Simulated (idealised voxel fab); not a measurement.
Name of the process module below: voxel self aligned contacts
Section cut is 250 nm wide and gridded with 5 nm square cells.
Cross-section layout: square cells on a grid; listed as bands, top to bottom; a band spans one or more cell rows. Heads up on the band format: heights come first, top then bottom, in nm. After that it's the materials left to right, each with its width in nm. A single material flagged "all across" fills the whole band edge to edge, and "blank" means there's empty space there. Heads up on the height convention: 0 is the point under which the incoming wafer is all one material, and the lowest band has no bottom, it just keeps going down, like "from 0 down". The two numbers in a width such as "30->40" mark its ends across the band: the first belongs to the top row of cells, the second to the bottom row, and from each row to the next the width moves by the same amount. The cross-section has no changed cell in any step marked "nothing got changed". Any empty space of 8 cells or more lacking an open way to the top shows up in "Enclosed cavity list" as width x height at distance, distance from the left edge, in nm. Note: text after step settings on the step line = simulator remark on that step. overlay nm: for a step with a mask, the amount by which the mask lay right of where it was planned; a negative amount means left of it.

## Intended process steps
1: RECEIVE with material Si
2: OXIDIZE with depth nm 5
3: DIRECTIONAL_DEP with material polySi, thk nm 25
4: DIRECTIONAL_DEP with material SiN, thk nm 25
5: DIRECTIONAL_DEP with material aC, thk nm 15
6: PATTERN with tone cover, mask id GATE, material resist, width nm 15, pitch nm 65, thk nm 30, overlay nm 0
7: DIRECTIONAL_ETCH with etch materials aC, depth nm 15
8: STRIP with etch materials resist
9: DIRECTIONAL_ETCH with etch materials SiN, depth nm 25
10: DIRECTIONAL_ETCH with etch materials polySi, depth nm 25
11: STRIP with etch materials aC
12: CONFORMAL_DEP with material SiN, thk nm 10
13: DIRECTIONAL_ETCH with etch materials SiN, depth nm 10
14: FILL_DEP with material SiO2, thk nm 15
15: CMP with height nm 60
16: PATTERN with tone open, mask id CONTACT, material resist, width nm 50, pitch nm 65, thk nm 20, overlay nm 0
17: DIRECTIONAL_ETCH with etch materials SiO2, depth nm 65
18: STRIP with etch materials resist
19: CONFORMAL_DEP with material TiN, thk nm 5
20: FILL_DEP with material W, thk nm 5
21: CMP with height nm 60
22: CONFORMAL_DEP with material SiN, thk nm 5
Every wafer here starts from the same state; it is the step 6 width nm that distinguishes them, and the value the plan gives belongs to the first wafer.

## Incoming state of the first of several wafers in cross-section: after step 1
* from 0 down: Si all across
* Enclosed cavity list: none

## Wafer cross-section (first of several) - module end, post step 22 (last step)
* from 65 to 60: SiN all across
* from 60 to 50: 65 of SiO2 / 5->15 of TiN / 40->20 of W / 5->15 of TiN / 15 of SiO2 / 5->15 of TiN / 40->20 of W / 5->15 of TiN / 70 of SiO2
* from 50 to 25: 40 of SiO2 / 35 of SiN / 5 of TiN / 20 of W / 5 of TiN / 35 of SiN / 5 of TiN / 20 of W / 5 of TiN / 35 of SiN / 45 of SiO2
* from 25 to 0: 40 of SiO2 / 10 of SiN / 15 of polySi / 10 of SiN / 5 of TiN / 20 of W / 5 of TiN / 10 of SiN / 15 of polySi / 10 of SiN / 5 of TiN / 20 of W / 5 of TiN / 10 of SiN / 15 of polySi / 10 of SiN / 45 of SiO2
* from 0 to -5: 75 of SiO2 / 30 of TiN / 35 of SiO2 / 30 of TiN / 80 of SiO2
* from -5 down: Si all across
* Enclosed cavity list: none

## Cross-section, module end, final of several wafers
* from 65 to 60: SiN all across
* from 60 to 55: 65 of SiO2 / 5 of TiN / 40 of W / 5 of TiN / 15 of SiO2 / 5 of TiN / 40 of W / 5 of TiN / 70 of SiO2
* from 55 to 50: 65 of SiO2 / 50 of TiN / 15 of SiO2 / 50 of TiN / 70 of SiO2
* from 50 to 25: 30 of SiO2 / 60 of SiN / 5 of TiN / 60 of SiN / 5 of TiN / 60 of SiN / 30 of SiO2
* from 25 to 0: 30 of SiO2 / 10 of SiN / 40 of polySi / 10 of SiN / 5 of TiN / 10 of SiN / 40 of polySi / 10 of SiN / 5 of TiN / 10 of SiN / 40 of polySi / 10 of SiN / 30 of SiO2
* from 0 to -5: 90 of SiO2 / 5 of TiN / 60 of SiO2 / 5 of TiN / 90 of SiO2
* from -5 down: Si all across
* Enclosed cavity list: none

## Below: a row per wafer. Contents at end of module: for every material, cells gained since receipt (+) or lost since receipt (-); then closed voids
width nm 15 | -50 Si | +215 SiN | +268 SiO2 | +68 TiN | +104 W | +45 polySi | Enclosed cavity list: none
width nm 20 | -50 Si | +230 SiN | +260 SiO2 | +68 TiN | +82 W | +60 polySi | Enclosed cavity list: none
width nm 25 | -50 Si | +245 SiN | +252 SiO2 | +68 TiN | +60 W | +75 polySi | Enclosed cavity list: none
width nm 30 | -50 Si | +260 SiN | +244 SiO2 | +68 TiN | +38 W | +90 polySi | Enclosed cavity list: none
width nm 35 | -50 Si | +275 SiN | +236 SiO2 | +68 TiN | +16 W | +105 polySi | Enclosed cavity list: none
width nm 40 | -50 Si | +290 SiN | +228 SiO2 | +46 TiN | +16 W | +120 polySi | Enclosed cavity list: none
